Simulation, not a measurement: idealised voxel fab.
This section sets out a process module, namely voxel tone inversion.
Shown is cross-section cut, with a width of 275 nm and square cells of size 5 nm.
Cross-section, as written here: a square-cell grid given band by band from the top down, where a band holds one or more rows of cells.
In this notation a band is specified by the heights of its top and bottom, in that order and in nm, after which its materials appear from left to right, each paired with its width in nm. The word "edge to edge" attached to a single material means that material fills the band from edge to edge; the word "air" stands for empty space.
Convention: height 0 is the level below which the wafer, as received, is all one material. The lowest band does not terminate at the bottom but continues downward, represented as "0 and below".
Think of "30->40" as a width that walks from the first number to the second as you go down the band, top row to bottom row, taking equal-sized steps from row to row.
Basically "nothing changed" means that step didn't change any cell in the cross-section.
Reported under the label "Cavities, sealed" are the empty spaces having no open way to the top and comprising 8 cells or more; the notation for each is width x height at distance, in which the distance is measured from the left edge and all three values are in nm.
It should be noted that, on the line of a given step, the content following the step's settings is a remark produced by the simulator itself with respect to that step.
The optional step-line setting "overlay nm" applies to steps with a mask and quantifies how far to the right of its planned location the mask lay, a negative value indicating leftward placement.

# This section lists the process steps that were planned
1 RECEIVE: material Si
2 CONFORMAL_DEP: material SiN, thk nm 10
3 DIRECTIONAL_DEP: material polySi, thk nm 20
4 PATTERN: tone cover, mask id POSTS, material resist, width nm 25, pitch nm 40, thk nm 30, overlay nm 0
5 DIRECTIONAL_ETCH: etch materials polySi, depth nm 20
6 STRIP: etch materials resist
7 FILL_DEP: material lowk, thk nm 5
8 CMP: height nm 30
9 STRIP: etch materials polySi

# Account of the first of two wafers, which was processed as intended

# Cross-section, incoming material, after step 1
- 0 and below  Si edge to edge
- Cavities, sealed: none

# Upon completion of step 2, the wafer appears in cross-section as shown
- 10 down to 0  SiN edge to edge
- Anything lower than 0 is untouched.

# Upon completion of step 3, the wafer appears in cross-section as shown
- 30 down to 10  polySi edge to edge
- Anything lower than 10 is untouched.

# Upon completion of step 4, the wafer appears in cross-section as shown
- 60 down to 30  85 nm air  25 nm resist  15 nm air  25 nm resist  15 nm air  25 nm resist  85 nm air
- Anything lower than 30 is untouched.

# Upon completion of step 5, the wafer appears in cross-section as shown
- 60 down to 30  85 nm air  25 nm resist  15 nm air  25 nm resist  15 nm air  25 nm resist  85 nm air
- 30 down to 10  85 nm air  25 nm polySi  15 nm air  25 nm polySi  15 nm air  25 nm polySi  85 nm air
- Anything lower than 10 is untouched.

# Upon completion of step 6, the wafer appears in cross-section as shown
- 30 down to 10  85 nm air  25 nm polySi  15 nm air  25 nm polySi  15 nm air  25 nm polySi  85 nm air
- Anything lower than 10 is untouched.

# Upon completion of step 7, the wafer appears in cross-section as shown
- 35 down to 30  lowk edge to edge
- 30 down to 10  85 nm lowk  25 nm polySi  15 nm lowk  25 nm polySi  15 nm lowk  25 nm polySi  85 nm lowk
- Anything lower than 10 is untouched.

# Upon completion of step 8, the wafer appears in cross-section as shown
- 30 down to 10  85 nm lowk  25 nm polySi  15 nm lowk  25 nm polySi  15 nm lowk  25 nm polySi  85 nm lowk
- Anything lower than 10 is untouched.

# Upon completion of step 9, the wafer appears in cross-section as shown
- 30 down to 10  85 nm lowk  25 nm air  15 nm lowk  25 nm air  15 nm lowk  25 nm air  85 nm lowk
- Anything lower than 10 is untouched.

# Second Wafer (Identical Start and Plan, One Processing Error; Matches First Wafer Through Step 3)

# Second wafer shown in cross-section at the time step 4 was slated to end
- 60 down to 30  85 nm resist  25 nm air  15 nm resist  25 nm air  15 nm resist  25 nm air  85 nm resist
- Anything lower than 30 is untouched.

# Second wafer shown in cross-section at the time step 5 was slated to end
- 60 down to 30  85 nm resist  25 nm air  15 nm resist  25 nm air  15 nm resist  25 nm air  85 nm resist
- 30 down to 10  85 nm polySi  25 nm air  15 nm polySi  25 nm air  15 nm polySi  25 nm air  85 nm polySi
- Anything lower than 10 is untouched.

# Second wafer shown in cross-section at the time step 6 was slated to end
- 30 down to 10  85 nm polySi  25 nm air  15 nm polySi  25 nm air  15 nm polySi  25 nm air  85 nm polySi
- Anything lower than 10 is untouched.

# Second wafer shown in cross-section at the time step 7 was slated to end
- 35 down to 30  lowk edge to edge
- 30 down to 10  85 nm polySi  25 nm lowk  15 nm polySi  25 nm lowk  15 nm polySi  25 nm lowk  85 nm polySi
- Anything lower than 10 is untouched.

# Second wafer shown in cross-section at the time step 8 was slated to end
- 30 down to 10  85 nm polySi  25 nm lowk  15 nm polySi  25 nm lowk  15 nm polySi  25 nm lowk  85 nm polySi
- Anything lower than 10 is untouched.

# Second wafer shown in cross-section at the time step 9 was slated to end
- 30 down to 10  85 nm air  25 nm lowk  15 nm air  25 nm lowk  15 nm air  25 nm lowk  85 nm air
- Anything lower than 10 is untouched.
In executing the process, a mistake was made relative to the plan: so step 4 ended up running with a different setting than we planned, it ran as PATTERN: tone open, mask id POSTS, material resist, width nm 25, pitch nm 40, thk nm 30, overlay nm 0
At the finish, the second wafer shows more or fewer cells for some materials than the first does: lowk -100
